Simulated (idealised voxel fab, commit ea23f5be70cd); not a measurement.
process module | voxel air gaps
cross-section cut | 210 nm wide | cells 5 nm
A cross-section is a grid of square cells, given in bands from the top down. A band is one or more rows of cells.
Each band's line starts with the height of the band's top and of its bottom, in nm. Then come its materials from left to right, each with its width in nm. One material with "throughout" fills the band from edge to edge. "air" is empty space.
Height 0 is the level under which the wafer as received is all one material. The lowest band goes on downwards, as in "0 down".
A width such as "30 to 40" changes by the same amount from each row of cells to the next, from the band's top row to its bottom row.
"no change" after a step means that no cell of the cross-section changed.
closed voids: empty space of 8 cells or more with no open way to the top, each as width x height at its distance from the left edge, in nm
after a step's settings: what the simulator itself notes on the step
overlay nm, on a step with a mask: how far to the right of its planned place the mask lay; to the left if negative
plan
1 op RECEIVE | material Si
2 op CONFORMAL_DEP | material SiO2 | thk nm 10
3 op CONFORMAL_DEP | material SiCN | thk nm 5
4 op DIRECTIONAL_DEP | material lowk | thk nm 35
5 op DIRECTIONAL_DEP | material aC | thk nm 15
6 op PATTERN | tone open | mask id LINES | material resist | width nm 15 | pitch nm 45 | thk nm 35 | overlay nm 0
7 op DIRECTIONAL_ETCH | etch materials aC | depth nm 15
8 op STRIP | etch materials resist
9 op DIRECTIONAL_ETCH | etch materials lowk | depth nm 35
10 op STRIP | etch materials aC
11 op CONFORMAL_DEP | material TiN | thk nm 5
12 op FILL_DEP | material W | thk nm 10
13 op CMP | height nm 50
14 op EPI | material Ru | thk nm 10
15 op SELECTIVE_ETCH | etch materials lowk | depth nm 45
16 op CONFORMAL_DEP | material SiCN | thk nm 5
as received, after step 1
  0 down: Si throughout
  closed voids: none
first wafer at the end, as planned
  65 to 60: air 35 | SiCN 135 | air 40
  60 to 50: air 35 | SiCN 5 | Ru 35 | SiCN 10 | Ru 35 | SiCN 10 | Ru 35 | SiCN 5 | air 40
  50 to 45: air 35 | SiCN 15 | TiN 5 | W 5 | TiN 5 | SiCN 30 | TiN 5 | W 5 | TiN 5 | SiCN 30 | TiN 5 | W 5 | TiN 5 | SiCN 15 | air 40
  45 to 20: air 45 | SiCN 5 | TiN 5 | W 5 | TiN 5 | SiCN 5 | air 20 | SiCN 5 | TiN 5 | W 5 | TiN 5 | SiCN 5 | air 20 | SiCN 5 | TiN 5 | W 5 | TiN 5 | SiCN 5 | air 50
  20 to 15: SiCN 50 | TiN 15 | SiCN 30 | TiN 15 | SiCN 30 | TiN 15 | SiCN 55
  15 to 10: SiCN throughout
  10 to 0: SiO2 throughout
  0 down: Si throughout
  closed voids: 20 x 25 at 70; 20 x 25 at 115
second wafer at the end: like start, like plan, one mistake
  65 to 60: SiCN throughout
  60 to 50: Ru throughout
  50 to 20: W 45 | TiN 5 | lowk 15 | TiN 5 | W 20 | TiN 5 | lowk 15 | TiN 5 | W 20 | TiN 5 | lowk 15 | TiN 5 | W 50
  20 to 15: TiN 50 | lowk 15 | TiN 30 | lowk 15 | TiN 30 | lowk 15 | TiN 55
  15 to 10: SiCN throughout
  10 to 0: SiO2 throughout
  0 down: Si throughout
  closed voids: none
what went wrong: step 6 ran as: op PATTERN | tone cover | mask id LINES | material resist | width nm 15 | pitch nm 45 | thk nm 35 | overlay nm 0
at the end the second wafer has, in cells: 42 more of Ru | 78 fewer of SiCN | 24 more of TiN | 144 more of W | 63 more of lowk
closed voids at the end (first wafer, second wafer): 2, 0
